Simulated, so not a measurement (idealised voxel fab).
process module | voxel spacer lines
cross-section cut | 275 nm wide | cells 5 nm
A cross-section is a grid of square cells, given in bands from the top down. A band is one or more rows of cells.
Each band's line starts with the height of the band's top and of its bottom, in nm. Then come its materials from left to right, each with its width in nm. One material with "throughout" fills the band from edge to edge. "air" is empty space.
Height 0 is the level under which the wafer as received is all one material. The lowest band goes on downwards, as in "0 down".
A width such as "30 to 40" changes by the same amount from each row of cells to the next, from the band's top row to its bottom row.
"no change" after a step means that no cell of the cross-section changed.
closed voids: empty space of 8 cells or more with no open way to the top, each as width x height at its distance from the left edge, in nm
after a step's settings: what the simulator itself notes on the step
overlay nm, on a step with a mask: how far to the right of its planned place the mask lay; to the left if negative
plan
1 op RECEIVE | material Si
2 op CONFORMAL_DEP | material Al2O3 | thk nm 5
3 op DIRECTIONAL_DEP | material W | thk nm 20
4 op DIRECTIONAL_DEP | material polySi | thk nm 20
5 op PATTERN | tone cover | mask id MANDREL | material resist | width nm 20 | pitch nm 60 | thk nm 25 | overlay nm 0
6 op DIRECTIONAL_ETCH | etch materials polySi | depth nm 20
7 op STRIP | etch materials resist
8 op CONFORMAL_DEP | material SiO2 | thk nm 10
9 op DIRECTIONAL_ETCH | etch materials SiO2 | depth nm 10
10 op STRIP | etch materials polySi
11 op DIRECTIONAL_ETCH | etch materials W | depth nm 20
12 op STRIP | etch materials SiO2
13 op FILL_DEP | material SiO2 | thk nm 5
14 op CMP | height nm 25
first wafer, as planned
as received, after step 1
  0 down: Si throughout
  closed voids: none
after step 2
  5 to 0: Al2O3 throughout
  below 0: unchanged
after step 3
  25 to 5: W throughout
  below 5: unchanged
after step 4
  45 to 25: polySi throughout
  below 25: unchanged
after step 5
  70 to 45: air 95 | resist 20 | air 40 | resist 20 | air 100
  below 45: unchanged
after step 6
  70 to 45: air 95 | resist 20 | air 40 | resist 20 | air 100
  45 to 25: air 95 | polySi 20 | air 40 | polySi 20 | air 100
  below 25: unchanged
after step 7
  45 to 25: air 95 | polySi 20 | air 40 | polySi 20 | air 100
  below 25: unchanged
after step 8
  55 to 45: air 85 | SiO2 40 | air 20 | SiO2 40 | air 90
  45 to 35: air 85 | SiO2 10 | polySi 20 | SiO2 10 | air 20 | SiO2 10 | polySi 20 | SiO2 10 | air 90
  35 to 25: SiO2 95 | polySi 20 | SiO2 40 | polySi 20 | SiO2 100
  below 25: unchanged
after step 9
  45 to 25: air 85 | SiO2 10 | polySi 20 | SiO2 10 | air 20 | SiO2 10 | polySi 20 | SiO2 10 | air 90
  below 25: unchanged
after step 10
  45 to 25: air 85 | SiO2 10 | air 20 | SiO2 10 | air 20 | SiO2 10 | air 20 | SiO2 10 | air 90
  below 25: unchanged
after step 11
  45 to 25: air 85 | SiO2 10 | air 20 | SiO2 10 | air 20 | SiO2 10 | air 20 | SiO2 10 | air 90
  25 to 5: air 85 | W 10 | air 20 | W 10 | air 20 | W 10 | air 20 | W 10 | air 90
  below 5: unchanged
after step 12
  25 to 5: air 85 | W 10 | air 20 | W 10 | air 20 | W 10 | air 20 | W 10 | air 90
  below 5: unchanged
after step 13
  30 to 25: SiO2 throughout
  25 to 5: SiO2 85 | W 10 | SiO2 20 | W 10 | SiO2 20 | W 10 | SiO2 20 | W 10 | SiO2 90
  below 5: unchanged
after step 14
  25 to 5: SiO2 85 | W 10 | SiO2 20 | W 10 | SiO2 20 | W 10 | SiO2 20 | W 10 | SiO2 90
  below 5: unchanged
second wafer: like start, like plan, one mistake. Through step 12 it matches the first wafer
when step 13 should have ended
  35 to 25: SiO2 throughout
  25 to 5: SiO2 85 | W 10 | SiO2 20 | W 10 | SiO2 20 | W 10 | SiO2 20 | W 10 | SiO2 90
  below 5: unchanged
when step 14 should have ended
  25 to 5: SiO2 85 | W 10 | SiO2 20 | W 10 | SiO2 20 | W 10 | SiO2 20 | W 10 | SiO2 90
  below 5: unchanged
what went wrong: step 13 was run twice
at the end the two cross-sections are the same: no effect in what this model computes
